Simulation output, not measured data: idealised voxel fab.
process module | voxel fin reveal
cross-section cut | 235 nm wide | cells 5 nm
A cross-section is a grid of square cells, given in bands from the top down. A band is one or more rows of cells.
Each band's line starts with the height of the band's top and of its bottom, in nm. Then come its materials from left to right, each with its width in nm. One material with "throughout" fills the band from edge to edge. "air" is empty space.
Height 0 is the level under which the wafer as received is all one material. The lowest band goes on downwards, as in "0 down".
A width such as "30 to 40" changes by the same amount from each row of cells to the next, from the band's top row to its bottom row.
"no change" after a step means that no cell of the cross-section changed.
closed voids: empty space of 8 cells or more with no open way to the top, each as width x height at its distance from the left edge, in nm
after a step's settings: what the simulator itself notes on the step
overlay nm, on a step with a mask: how far to the right of its planned place the mask lay; to the left if negative
plan
1 op RECEIVE | material Si
2 op CONFORMAL_DEP | material SiN | thk nm 5
3 op PATTERN | tone cover | mask id FINS | material resist | width nm 15 | pitch nm 40 | thk nm 20 | overlay nm 0
4 op DIRECTIONAL_ETCH | etch materials SiN | depth nm 5
5 op DIRECTIONAL_ETCH | etch materials Si | depth nm 35
6 op STRIP | etch materials resist
7 op OXIDIZE | depth nm 5
8 op FILL_DEP | material SiO2 | thk nm 5
9 op CMP | height nm 5
10 op SELECTIVE_ETCH | etch materials SiO2 | depth nm 15
11 op STRIP | etch materials SiN
12 op CONFORMAL_DEP | material SiO2 | thk nm 5
as received, after step 1
  0 down: Si throughout
  closed voids: none
first wafer at the end, as planned
  5 to 0: air 50 | SiO2 15 | air 25 | SiO2 15 | air 25 | SiO2 15 | air 25 | SiO2 15 | air 50
  0 to -5: air 50 | SiO2 5 | Si 5 | SiO2 5 | air 25 | SiO2 5 | Si 5 | SiO2 5 | air 25 | SiO2 5 | Si 5 | SiO2 5 | air 25 | SiO2 5 | Si 5 | SiO2 5 | air 50
  -5 to -40: SiO2 55 | Si 5 | SiO2 35 | Si 5 | SiO2 35 | Si 5 | SiO2 35 | Si 5 | SiO2 55
  -40 down: Si throughout
  closed voids: none
second wafer at the end: like start, like plan, one mistake
  5 to 0: air 45 | SiO2 25 | air 15 | SiO2 25 | air 15 | SiO2 25 | air 15 | SiO2 25 | air 45
  0 to -30: air 45 | SiO2 10 | Si 5 | SiO2 10 | air 15 | SiO2 10 | Si 5 | SiO2 10 | air 15 | SiO2 10 | Si 5 | SiO2 10 | air 15 | SiO2 10 | Si 5 | SiO2 10 | air 45
  -30 to -40: SiO2 55 | Si 5 | SiO2 35 | Si 5 | SiO2 35 | Si 5 | SiO2 35 | Si 5 | SiO2 55
  -40 down: Si throughout
  closed voids: none
what went wrong: step 8 ran as: op FILL_DEP | material SiN | thk nm 5
at the end the second wafer has, in cells: 119 fewer of SiO2
